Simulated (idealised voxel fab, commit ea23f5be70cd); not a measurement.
Process module name: voxel quadruple lines
It is cross-section cut that appears here, measuring 290 nm in width, its square cells being 5 nm in size.
Bands, listed from the top down, are how a cross-section gets written in this document; the cross-section itself is a grid of square cells, and a band is one or more rows of them. First you get the band's top height and its bottom height, in nm, and then the materials it's made of, left to right, with each width in nm. If you see a single material with "all across", that one covers the band edge to edge. "empty" is empty space. Ref level 0: as-received wafer is one material below here. Bottom band extends down with no lower bound ("from 0 down"). The width entry "30->40" should be interpreted row by row: the top row of cells in the band takes the first number, the bottom row takes the second number, and the change between adjacent rows is uniform throughout. "nothing different" means the step left every cell of the cross-section as it was. Closed void register: empty space of 8 cells or more with no open way to the top, each as width x height at its distance from the left edge, in nm. Whatever follows a step's settings on its line is a remark the simulator itself makes about that step. overlay nm: right-of-plan distance of the mask on a masked step; negative values mean left-of-plan.

[Planned process steps]
1: RECEIVE,material Si
2: CONFORMAL_DEP,material Al2O3,thk nm 10
3: DIRECTIONAL_DEP,material Ru,thk nm 10
4: DIRECTIONAL_DEP,material polySi,thk nm 20
5: DIRECTIONAL_DEP,material aC,thk nm 20
6: PATTERN,tone cover,mask id MANDREL,material resist,width nm 25,thk nm 25,overlay nm 0
7: DIRECTIONAL_ETCH,etch materials aC,depth nm 20
8: STRIP,etch materials resist
9: CONFORMAL_DEP,material SiO2,thk nm 15
10: DIRECTIONAL_ETCH,etch materials SiO2,depth nm 15
11: STRIP,etch materials aC
12: DIRECTIONAL_ETCH,etch materials polySi,depth nm 20
13: STRIP,etch materials SiO2
14: CONFORMAL_DEP,material SiN,thk nm 5
15: DIRECTIONAL_ETCH,etch materials SiN,depth nm 5
16: STRIP,etch materials polySi
17: DIRECTIONAL_ETCH,etch materials Ru,depth nm 10
18: STRIP,etch materials SiN

[Wafer at receipt (post step 1), cross-section]
from 0 down  Si all across
Closed void register: none

[Cross-section, end of module. Start: as above. Plan: as above. Execution: one mistake]
from 10 to 0  110 empty, then 5 Ru, then 15 empty, then 5 Ru, then 15 empty, then 5 Ru, then 15 empty, then 5 Ru, then 115 empty
from 0 down  Si all across
Closed void register: none
The mistake made against the process plan was this: plan step 2 was not performed, having been skipped
